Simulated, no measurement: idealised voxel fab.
process module | voxel transistor to metal
cross-section cut | 180 nm wide | cells 5 nm
A cross-section is a grid of square cells, given in bands from the top down. A band is one or more rows of cells.
Each band's line starts with the height of the band's top and of its bottom, in nm. Then come its materials from left to right, each with its width in nm. One material with "throughout" fills the band from edge to edge. "air" is empty space.
Height 0 is the level under which the wafer as received is all one material. The lowest band goes on downwards, as in "0 down".
A width such as "30 to 40" changes by the same amount from each row of cells to the next, from the band's top row to its bottom row.
"no change" after a step means that no cell of the cross-section changed.
closed voids: empty space of 8 cells or more with no open way to the top, each as width x height at its distance from the left edge, in nm
after a step's settings: what the simulator itself notes on the step
overlay nm, on a step with a mask: how far to the right of its planned place the mask lay; to the left if negative
Each pair below shows a cross-section before one step and the cross-section after it, down to the lowest band that changed. The line under each pair gives the step between them, with its settings. The pairs can come from different runs of this module on the same starting wafer, so a pair continues from the pair above only where its "before" says so.
before
  70 to 55: aC throughout
  55 to 35: Ru throughout
  35 to 30: TiN throughout
  30 to 20: SiO2 45 | TiN 5 | W 5 | TiN 5 | SiO2 60 | TiN 5 | W 5 | TiN 5 | SiO2 45
  20 to 10: SiO2 45 | TiN 5 | W 5 | TiN 5 | SiO2 10 | SiCN 5 | HfO2 5 | TiN 5 | W 10 | TiN 5 | HfO2 5 | SiCN 5 | SiO2 10 | TiN 5 | W 5 | TiN 5 | SiO2 45
  10 to 5: SiCN 35 | SiO2 10 | TiN 15 | SiO2 10 | SiCN 5 | HfO2 5 | TiN 5 | W 10 | TiN 5 | HfO2 5 | SiCN 5 | SiO2 10 | TiN 15 | SiO2 10 | SiCN 35
  5 to 0: SiO2 30 | SiCN 45 | HfO2 5 | TiN 20 | HfO2 5 | SiCN 45 | SiO2 30
  0 to -5: SiO2 70 | HfO2 40 | SiO2 70
  -5 to -30: SiO2 35 | Si 110 | SiO2 35
  -30 down: Si throughout
  closed voids: none
after
  105 to 70: air 45 | resist 15 | air 60 | resist 15 | air 45
  below 70: unchanged
  closed voids: none
the step between: op PATTERN | tone cover | mask id METAL_1 | material resist | width nm 15 | pitch nm 75 | thk nm 35 | overlay nm 0
before: the cross-section after the pair above
after
  90 to 70: air 45 | resist 15 | air 60 | resist 15 | air 45
  70 to 55: air 45 | aC 15 | air 60 | aC 15 | air 45
  below 55: unchanged
  closed voids: none
the step between: op DIRECTIONAL_ETCH | etch materials aC | depth nm 15
before: the cross-section after the pair above
after
  70 to 55: air 45 | aC 15 | air 60 | aC 15 | air 45
  below 55: unchanged
  closed voids: none
the step between: op STRIP | etch materials resist
before: the cross-section after the pair above
after
  70 to 55: air 45 | aC 15 | air 60 | aC 15 | air 45
  55 to 35: air 45 | Ru 15 | air 60 | Ru 15 | air 45
  below 35: unchanged
  closed voids: none
the step between: op DIRECTIONAL_ETCH | etch materials Ru | depth nm 20
before: the cross-section after the pair above
after
  70 to 55: air 45 | aC 15 | air 60 | aC 15 | air 45
  55 to 35: air 45 | Ru 15 | air 60 | Ru 15 | air 45
  35 to 30: air 45 | TiN 15 | air 60 | TiN 15 | air 45
  below 30: unchanged
  closed voids: none
the step between: op DIRECTIONAL_ETCH | etch materials TiN | depth nm 5
before: the cross-section after the pair above
after
  55 to 35: air 45 | Ru 15 | air 60 | Ru 15 | air 45
  below 35: unchanged
  closed voids: none
the step between: op STRIP | etch materials aC
before: the cross-section after the pair above
after
  60 to 55: air 40 | SiN 25 | air 50 | SiN 25 | air 40
  55 to 35: air 40 | SiN 5 | Ru 15 | SiN 5 | air 50 | SiN 5 | Ru 15 | SiN 5 | air 40
  35 to 30: SiN 45 | TiN 15 | SiN 60 | TiN 15 | SiN 45
  below 30: unchanged
  closed voids: none
the step between: op CONFORMAL_DEP | material SiN | thk nm 5
before: the cross-section after the pair above
after
  70 to 60: lowk throughout
  60 to 55: lowk 40 | SiN 25 | lowk 50 | SiN 25 | lowk 40
  55 to 35: lowk 40 | SiN 5 | Ru 15 | SiN 5 | lowk 50 | SiN 5 | Ru 15 | SiN 5 | lowk 40
  below 35: unchanged
  closed voids: none
the step between: op FILL_DEP | material lowk | thk nm 10
before: the cross-section after the pair above
after
  55 to 35: lowk 40 | SiN 5 | Ru 15 | SiN 5 | lowk 50 | SiN 5 | Ru 15 | SiN 5 | lowk 40
  below 35: unchanged
  closed voids: none
the step between: op CMP | height nm 55
before: the cross-section after the pair above
after
  60 to 55: SiCN throughout
  below 55: unchanged
  closed voids: none
the step between: op CONFORMAL_DEP | material SiCN | thk nm 5
before
  25 to 15: aC throughout
  15 to 5: SiN throughout
  5 to 0: SiO2 throughout
  0 down: Si throughout
  closed voids: none
after
  55 to 25: resist 35 | air 110 | resist 35
  below 25: unchanged
  closed voids: none
the step between: op PATTERN | tone open | mask id ACTIVE | material resist | width nm 110 | thk nm 30 | overlay nm 0
before: the cross-section after the pair above
after
  45 to 25: resist 35 | air 110 | resist 35
  25 to 15: aC 35 | air 110 | aC 35
  below 15: unchanged
  closed voids: none
the step between: op DIRECTIONAL_ETCH | etch materials aC | depth nm 10
before: the cross-section after the pair above
after
  25 to 15: aC 35 | air 110 | aC 35
  below 15: unchanged
  closed voids: none
the step between: op STRIP | etch materials resist
before: the cross-section after the pair above
after
  25 to 15: aC 35 | air 110 | aC 35
  15 to 5: SiN 35 | air 110 | SiN 35
  below 5: unchanged
  closed voids: none
the step between: op DIRECTIONAL_ETCH | etch materials SiN | depth nm 10
before: the cross-section after the pair above
after
  25 to 15: aC 35 | air 110 | aC 35
  15 to 5: SiN 35 | air 110 | SiN 35
  5 to 0: SiO2 35 | air 110 | SiO2 35
  below 0: unchanged
  closed voids: none
the step between: op DIRECTIONAL_ETCH | etch materials SiO2 | depth nm 5
before: the cross-section after the pair above
after
  25 to 15: aC 35 | air 110 | aC 35
  15 to 5: SiN 35 | air 110 | SiN 35
  5 to 0: SiO2 35 | air 110 | SiO2 35
  0 to -30: Si 35 | air 110 | Si 35
  below -30: unchanged
  closed voids: none
the step between: op DIRECTIONAL_ETCH | etch materials Si | depth nm 30
before: the cross-section after the pair above
after
  15 to 5: SiN 35 | air 110 | SiN 35
  below 5: unchanged
  closed voids: none
the step between: op STRIP | etch materials aC
before: the cross-section after the pair above
after
  25 to 15: SiO2 throughout
  15 to 5: SiN 35 | SiO2 110 | SiN 35
  5 to 0: SiO2 throughout
  0 to -30: Si 35 | SiO2 110 | Si 35
  below -30: unchanged
  closed voids: none
the step between: op FILL_DEP | material SiO2 | thk nm 10
before: the cross-section after the pair above
after
  15 to 5: SiN 35 | SiO2 110 | SiN 35
  below 5: unchanged
  closed voids: none
the step between: op CMP | height nm 15
before: the cross-section after the pair above
after
  15 to 10: SiN 35 | air 110 | SiN 35
  below 10: unchanged
  closed voids: none
the step between: op SELECTIVE_ETCH | etch materials SiO2 | depth nm 5
before: the cross-section after the pair above
after
  10 to 5: air 35 | SiO2 110 | air 35
  below 5: unchanged
  closed voids: none
the step between: op STRIP | etch materials SiN
before: the cross-section after the pair above
after
  5 to 0: air 40 | SiO2 100 | air 40
  below 0: unchanged
  closed voids: none
the step between: op SELECTIVE_ETCH | etch materials SiO2 | depth nm 5
before: the cross-section after the pair above
after
  5 to 0: air 40 | SiO2 100 | air 40
  0 to -5: SiO2 throughout
  below -5: unchanged
  closed voids: none
the step between: op OXIDIZE | depth nm 5
before: the cross-section after the pair above
after
  30 to 25: air 40 | polySi 100 | air 40
  25 to 5: polySi throughout
  5 to 0: polySi 40 | SiO2 100 | polySi 40
  below 0: unchanged
  closed voids: none
the step between: op DIRECTIONAL_DEP | material polySi | thk nm 25
before: the cross-section after the pair above
after
  45 to 40: air 40 | SiCN 100 | air 40
  40 to 30: SiCN throughout
  30 to 25: SiCN 40 | polySi 100 | SiCN 40
  below 25: unchanged
  closed voids: none
the step between: op DIRECTIONAL_DEP | material SiCN | thk nm 15
before: the cross-section after the pair above
after
  65 to 45: air 75 | resist 30 | air 75
  below 45: unchanged
  closed voids: none
the step between: op PATTERN | tone cover | mask id GATE | material resist | width nm 30 | thk nm 20 | overlay nm 0
before: the cross-section after the pair above
after
  65 to 45: air 75 | resist 30 | air 75
  45 to 30: air 75 | SiCN 30 | air 75
  30 to 25: air 40 | polySi 100 | air 40
  below 25: unchanged
  closed voids: none
the step between: op DIRECTIONAL_ETCH | etch materials SiCN | depth nm 25
before: the cross-section after the pair above
after
  65 to 45: air 75 | resist 30 | air 75
  45 to 30: air 75 | SiCN 30 | air 75
  30 to 5: air 75 | polySi 30 | air 75
  5 to 0: air 40 | SiO2 100 | air 40
  below 0: unchanged
  closed voids: none
the step between: op DIRECTIONAL_ETCH | etch materials polySi | depth nm 35
before: the cross-section after the pair above
after
  45 to 30: air 75 | SiCN 30 | air 75
  below 30: unchanged
  closed voids: none
the step between: op STRIP | etch materials resist
before: the cross-section after the pair above
after
  50 to 45: air 70 | SiN 40 | air 70
  45 to 30: air 70 | SiN 5 | SiCN 30 | SiN 5 | air 70
  30 to 10: air 70 | SiN 5 | polySi 30 | SiN 5 | air 70
  10 to 5: air 35 | SiN 40 | polySi 30 | SiN 40 | air 35
  5 to 0: SiN 40 | SiO2 100 | SiN 40
  below 0: unchanged
  closed voids: none
the step between: op CONFORMAL_DEP | material SiN | thk nm 5
before: the cross-section after the pair above
after
  45 to 30: air 70 | SiN 5 | SiCN 30 | SiN 5 | air 70
  30 to 5: air 70 | SiN 5 | polySi 30 | SiN 5 | air 70
  5 to 0: air 35 | SiN 5 | SiO2 100 | SiN 5 | air 35
  below 0: unchanged
  closed voids: none
the step between: op DIRECTIONAL_ETCH | etch materials SiN | depth nm 5
before: the cross-section after the pair above
after
  45 to 30: air 70 | SiN 5 | SiCN 30 | SiN 5 | air 70
  30 to 5: air 70 | SiN 5 | polySi 30 | SiN 5 | air 70
  5 to 0: air 35 | SiN 5 | air 30 | SiO2 40 | air 30 | SiN 5 | air 35
  0 to -5: air 35 | SiO2 110 | air 35
  below -5: unchanged
  closed voids: none
the step between: op DIRECTIONAL_ETCH | etch materials SiO2 | depth nm 5
before: the cross-section after the pair above
after
  45 to 30: air 70 | SiN 5 | SiCN 30 | SiN 5 | air 70
  30 to 5: air 70 | SiN 5 | polySi 30 | SiN 5 | air 70
  5 to 0: air 35 | SiN 5 | air 30 | SiO2 40 | air 30 | SiN 5 | air 35
  0 to -15: air 35 | SiO2 110 | air 35
  below -15: unchanged
  closed voids: none
the step between: op DIRECTIONAL_ETCH | etch materials Si | depth nm 10
before: the cross-section after the pair above
after
  45 to 30: air 70 | SiN 5 | SiCN 30 | SiN 5 | air 70
  30 to 5: air 70 | SiN 5 | polySi 30 | SiN 5 | air 70
  5 to 0: air 35 | SiN 5 | air 30 | SiO2 40 | air 30 | SiN 5 | air 35
  0 to -5: air 35 | SiO2 110 | air 35
  -5 to -15: SiGe 35 | SiO2 110 | SiGe 35
  below -15: unchanged
  closed voids: none
the step between: op EPI | material SiGe | thk nm 10
before: the cross-section after the pair above
after
  55 to 45: SiO2 throughout
  45 to 30: SiO2 70 | SiN 5 | SiCN 30 | SiN 5 | SiO2 70
  30 to 5: SiO2 70 | SiN 5 | polySi 30 | SiN 5 | SiO2 70
  5 to 0: SiO2 35 | SiN 5 | SiO2 100 | SiN 5 | SiO2 35
  0 to -5: SiO2 throughout
  below -5: unchanged
  closed voids: none
the step between: op FILL_DEP | material SiO2 | thk nm 10
before: the cross-section after the pair above
after
  25 to 5: SiO2 70 | SiN 5 | polySi 30 | SiN 5 | SiO2 70
  below 5: unchanged
  closed voids: none
the step between: op CMP | height nm 25
before: the cross-section after the pair above
after
  25 to 5: SiO2 70 | SiN 5 | air 30 | SiN 5 | SiO2 70
  below 5: unchanged
  closed voids: none
the step between: op STRIP | etch materials polySi
before: the cross-section after the pair above
after
  25 to 20: air 70 | SiN 5 | air 30 | SiN 5 | air 70
  20 to 5: SiO2 70 | SiN 5 | air 30 | SiN 5 | SiO2 70
  5 to 0: SiO2 35 | SiN 5 | SiO2 30 | air 40 | SiO2 30 | SiN 5 | SiO2 35
  below 0: unchanged
  closed voids: none
the step between: op SELECTIVE_ETCH | etch materials SiO2 | depth nm 5
before: the cross-section after the pair above
after
  30 to 25: air 65 | HfO2 15 | air 20 | HfO2 15 | air 65
  25 to 20: HfO2 70 | SiN 5 | HfO2 5 | air 20 | HfO2 5 | SiN 5 | HfO2 70
  20 to 5: SiO2 70 | SiN 5 | HfO2 5 | air 20 | HfO2 5 | SiN 5 | SiO2 70
  5 to 0: SiO2 35 | SiN 5 | SiO2 30 | HfO2 40 | SiO2 30 | SiN 5 | SiO2 35
  below 0: unchanged
  closed voids: none
the step between: op CONFORMAL_DEP | material HfO2 | thk nm 5
before: the cross-section after the pair above
after
  35 to 30: air 60 | TiN 25 | air 10 | TiN 25 | air 60
  30 to 25: TiN 65 | HfO2 15 | TiN 5 | air 10 | TiN 5 | HfO2 15 | TiN 65
  25 to 20: HfO2 70 | SiN 5 | HfO2 5 | TiN 5 | air 10 | TiN 5 | HfO2 5 | SiN 5 | HfO2 70
  20 to 10: SiO2 70 | SiN 5 | HfO2 5 | TiN 5 | air 10 | TiN 5 | HfO2 5 | SiN 5 | SiO2 70
  10 to 5: SiO2 70 | SiN 5 | HfO2 5 | TiN 20 | HfO2 5 | SiN 5 | SiO2 70
  below 5: unchanged
  closed voids: none
the step between: op CONFORMAL_DEP | material TiN | thk nm 5
before: the cross-section after the pair above
after
  45 to 35: W throughout
  35 to 30: W 60 | TiN 25 | W 10 | TiN 25 | W 60
  30 to 25: TiN 65 | HfO2 15 | TiN 5 | W 10 | TiN 5 | HfO2 15 | TiN 65
  25 to 20: HfO2 70 | SiN 5 | HfO2 5 | TiN 5 | W 10 | TiN 5 | HfO2 5 | SiN 5 | HfO2 70
  20 to 10: SiO2 70 | SiN 5 | HfO2 5 | TiN 5 | W 10 | TiN 5 | HfO2 5 | SiN 5 | SiO2 70
  below 10: unchanged
  closed voids: none
the step between: op FILL_DEP | material W | thk nm 10
before: the cross-section after the pair above
after
  20 to 10: SiO2 70 | SiN 5 | HfO2 5 | TiN 5 | W 10 | TiN 5 | HfO2 5 | SiN 5 | SiO2 70
  below 10: unchanged
  closed voids: none
the step between: op CMP | height nm 20
before: the cross-section after the pair above
after
  30 to 20: SiO2 throughout
  below 20: unchanged
  closed voids: none
the step between: op DIRECTIONAL_DEP | material SiO2 | thk nm 10
before: the cross-section after the pair above
after
  40 to 30: aC throughout
  below 30: unchanged
  closed voids: none
the step between: op DIRECTIONAL_DEP | material aC | thk nm 10
before: the cross-section after the pair above
after
  65 to 40: resist 45 | air 15 | resist 60 | air 15 | resist 45
  below 40: unchanged
  closed voids: none
the step between: op PATTERN | tone open | mask id CONTACT | material resist | width nm 15 | pitch nm 75 | thk nm 25 | overlay nm 0
before: the cross-section after the pair above
after
  55 to 40: resist 45 | air 15 | resist 60 | air 15 | resist 45
  40 to 30: aC 45 | air 15 | aC 60 | air 15 | aC 45
  below 30: unchanged
  closed voids: none
the step between: op DIRECTIONAL_ETCH | etch materials aC | depth nm 10
before: the cross-section after the pair above
after
  40 to 30: aC 45 | air 15 | aC 60 | air 15 | aC 45
  below 30: unchanged
  closed voids: none
the step between: op STRIP | etch materials resist
before: the cross-section after the pair above
after
  40 to 30: aC 45 | air 15 | aC 60 | air 15 | aC 45
  30 to 20: SiO2 45 | air 15 | SiO2 60 | air 15 | SiO2 45
  20 to 10: SiO2 45 | air 15 | SiO2 10 | SiN 5 | HfO2 5 | TiN 5 | W 10 | TiN 5 | HfO2 5 | SiN 5 | SiO2 10 | air 15 | SiO2 45
  10 to 5: SiO2 45 | air 15 | SiO2 10 | SiN 5 | HfO2 5 | TiN 20 | HfO2 5 | SiN 5 | SiO2 10 | air 15 | SiO2 45
  5 to 0: SiO2 35 | SiN 5 | SiO2 5 | air 15 | SiO2 10 | HfO2 40 | SiO2 10 | air 15 | SiO2 5 | SiN 5 | SiO2 35
  0 to -5: SiO2 45 | air 15 | SiO2 60 | air 15 | SiO2 45
  below -5: unchanged
  closed voids: none
the step between: op DIRECTIONAL_ETCH | etch materials SiO2 | depth nm 35
before: the cross-section after the pair above
after
  30 to 20: SiO2 45 | air 15 | SiO2 60 | air 15 | SiO2 45
  below 20: unchanged
  closed voids: none
the step between: op STRIP | etch materials aC
before: the cross-section after the pair above
after
  35 to 30: TiN 50 | air 5 | TiN 70 | air 5 | TiN 50
  30 to 20: SiO2 45 | TiN 5 | air 5 | TiN 5 | SiO2 60 | TiN 5 | air 5 | TiN 5 | SiO2 45
  20 to 10: SiO2 45 | TiN 5 | air 5 | TiN 5 | SiO2 10 | SiN 5 | HfO2 5 | TiN 5 | W 10 | TiN 5 | HfO2 5 | SiN 5 | SiO2 10 | TiN 5 | air 5 | TiN 5 | SiO2 45
  10 to 5: SiO2 45 | TiN 5 | air 5 | TiN 5 | SiO2 10 | SiN 5 | HfO2 5 | TiN 20 | HfO2 5 | SiN 5 | SiO2 10 | TiN 5 | air 5 | TiN 5 | SiO2 45
  5 to 0: SiO2 35 | SiN 5 | SiO2 5 | TiN 5 | air 5 | TiN 5 | SiO2 10 | HfO2 40 | SiO2 10 | TiN 5 | air 5 | TiN 5 | SiO2 5 | SiN 5 | SiO2 35
  0 to -5: SiO2 45 | TiN 15 | SiO2 60 | TiN 15 | SiO2 45
  below -5: unchanged
  closed voids: none
the step between: op CONFORMAL_DEP | material TiN | thk nm 5
before: the cross-section after the pair above
after
  40 to 35: W throughout
  35 to 30: TiN 50 | W 5 | TiN 70 | W 5 | TiN 50
  30 to 20: SiO2 45 | TiN 5 | W 5 | TiN 5 | SiO2 60 | TiN 5 | W 5 | TiN 5 | SiO2 45
  20 to 10: SiO2 45 | TiN 5 | W 5 | TiN 5 | SiO2 10 | SiN 5 | HfO2 5 | TiN 5 | W 10 | TiN 5 | HfO2 5 | SiN 5 | SiO2 10 | TiN 5 | W 5 | TiN 5 | SiO2 45
  10 to 5: SiO2 45 | TiN 5 | W 5 | TiN 5 | SiO2 10 | SiN 5 | HfO2 5 | TiN 20 | HfO2 5 | SiN 5 | SiO2 10 | TiN 5 | W 5 | TiN 5 | SiO2 45
  5 to 0: SiO2 35 | SiN 5 | SiO2 5 | TiN 5 | W 5 | TiN 5 | SiO2 10 | HfO2 40 | SiO2 10 | TiN 5 | W 5 | TiN 5 | SiO2 5 | SiN 5 | SiO2 35
  below 0: unchanged
  closed voids: none
the step between: op FILL_DEP | material W | thk nm 5
before: the cross-section after the pair above
after
  30 to 20: SiO2 45 | TiN 5 | W 5 | TiN 5 | SiO2 60 | TiN 5 | W 5 | TiN 5 | SiO2 45
  below 20: unchanged
  closed voids: none
the step between: op CMP | height nm 30
before: the cross-section after the pair above
after
  35 to 30: TiN throughout
  below 30: unchanged
  closed voids: none
the step between: op DIRECTIONAL_DEP | material TiN | thk nm 5
before: the cross-section after the pair above
after
  55 to 35: Ru throughout
  below 35: unchanged
  closed voids: none
the step between: op DIRECTIONAL_DEP | material Ru | thk nm 20
before: the cross-section after the pair above
after
  70 to 55: aC throughout
  below 55: unchanged
  closed voids: none
the step between: op DIRECTIONAL_DEP | material aC | thk nm 15
before: the cross-section after the pair above
after
  105 to 70: air 45 | resist 15 | air 60 | resist 15 | air 45
  below 70: unchanged
  closed voids: none
the step between: op PATTERN | tone cover | mask id METAL_1 | material resist | width nm 15 | pitch nm 75 | thk nm 35 | overlay nm 0
before: the cross-section after the pair above
after
  90 to 70: air 45 | resist 15 | air 60 | resist 15 | air 45
  70 to 55: air 45 | aC 15 | air 60 | aC 15 | air 45
  below 55: unchanged
  closed voids: none
the step between: op DIRECTIONAL_ETCH | etch materials aC | depth nm 15
before: the cross-section after the pair above
after
  70 to 55: air 45 | aC 15 | air 60 | aC 15 | air 45
  below 55: unchanged
  closed voids: none
the step between: op STRIP | etch materials resist
before: the cross-section after the pair above
after
  70 to 55: air 45 | aC 15 | air 60 | aC 15 | air 45
  55 to 35: air 45 | Ru 15 | air 60 | Ru 15 | air 45
  below 35: unchanged
  closed voids: none
the step between: op DIRECTIONAL_ETCH | etch materials Ru | depth nm 20
before: the cross-section after the pair above
after
  70 to 55: air 45 | aC 15 | air 60 | aC 15 | air 45
  55 to 35: air 45 | Ru 15 | air 60 | Ru 15 | air 45
  35 to 30: air 45 | TiN 15 | air 60 | TiN 15 | air 45
  below 30: unchanged
  closed voids: none
the step between: op DIRECTIONAL_ETCH | etch materials TiN | depth nm 5
before: the cross-section after the pair above
after
  55 to 35: air 45 | Ru 15 | air 60 | Ru 15 | air 45
  below 35: unchanged
  closed voids: none
the step between: op STRIP | etch materials aC
before: the cross-section after the pair above
after
  60 to 55: air 40 | SiN 25 | air 50 | SiN 25 | air 40
  55 to 35: air 40 | SiN 5 | Ru 15 | SiN 5 | air 50 | SiN 5 | Ru 15 | SiN 5 | air 40
  35 to 30: SiN 45 | TiN 15 | SiN 60 | TiN 15 | SiN 45
  below 30: unchanged
  closed voids: none
the step between: op CONFORMAL_DEP | material SiN | thk nm 5
before: the cross-section after the pair above
after
  70 to 60: lowk throughout
  60 to 55: lowk 40 | SiN 25 | lowk 50 | SiN 25 | lowk 40
  55 to 35: lowk 40 | SiN 5 | Ru 15 | SiN 5 | lowk 50 | SiN 5 | Ru 15 | SiN 5 | lowk 40
  below 35: unchanged
  closed voids: none
the step between: op FILL_DEP | material lowk | thk nm 10
before: the cross-section after the pair above
after
  55 to 35: lowk 40 | SiN 5 | Ru 15 | SiN 5 | lowk 50 | SiN 5 | Ru 15 | SiN 5 | lowk 40
  below 35: unchanged
  closed voids: none
the step between: op CMP | height nm 55
before: the cross-section after the pair above
after
  60 to 55: SiCN throughout
  below 55: unchanged
  closed voids: none
the step between: op CONFORMAL_DEP | material SiCN | thk nm 5
